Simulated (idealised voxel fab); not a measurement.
process module | voxel spacer lines
cross-section cut | 290 nm wide | cells 5 nm
A cross-section is a grid of square cells, given in bands from the top down. A band is one or more rows of cells.
Each band's line starts with the height of the band's top and of its bottom, in nm. Then come its materials from left to right, each with its width in nm. One material with "throughout" fills the band from edge to edge. "air" is empty space.
Height 0 is the level under which the wafer as received is all one material. The lowest band goes on downwards, as in "0 down".
A width such as "30 to 40" changes by the same amount from each row of cells to the next, from the band's top row to its bottom row.
"no change" after a step means that no cell of the cross-section changed.
closed voids: empty space of 8 cells or more with no open way to the top, each as width x height at its distance from the left edge, in nm
after a step's settings: what the simulator itself notes on the step
overlay nm, on a step with a mask: how far to the right of its planned place the mask lay; to the left if negative
plan
1 op RECEIVE | material Si
2 op CONFORMAL_DEP | material Al2O3 | thk nm 10
3 op DIRECTIONAL_DEP | material W | thk nm 15
4 op DIRECTIONAL_DEP | material aC | thk nm 25
5 op PATTERN | tone cover | mask id MANDREL | material resist | width nm 25 | pitch nm 80 | thk nm 30 | overlay nm 0
6 op DIRECTIONAL_ETCH | etch materials aC | depth nm 25
7 op STRIP | etch materials resist
8 op CONFORMAL_DEP | material SiN | thk nm 15
9 op DIRECTIONAL_ETCH | etch materials SiN | depth nm 15
10 op STRIP | etch materials aC
11 op DIRECTIONAL_ETCH | etch materials W | depth nm 15
12 op STRIP | etch materials SiN
as received, after step 1
  0 down: Si throughout
  closed voids: none
first wafer at the end, as planned
  25 to 10: air 75 | W 15 | air 25 | W 15 | air 25 | W 15 | air 25 | W 15 | air 80
  10 to 0: Al2O3 throughout
  0 down: Si throughout
  closed voids: none
second wafer at the end: like start, like plan, one mistake
  35 to 10: W throughout
  10 to 0: Al2O3 throughout
  0 down: Si throughout
  closed voids: none
what went wrong: step 4 ran as: op DIRECTIONAL_DEP | material W | thk nm 25
at the end the second wafer has, in cells: 254 more of W
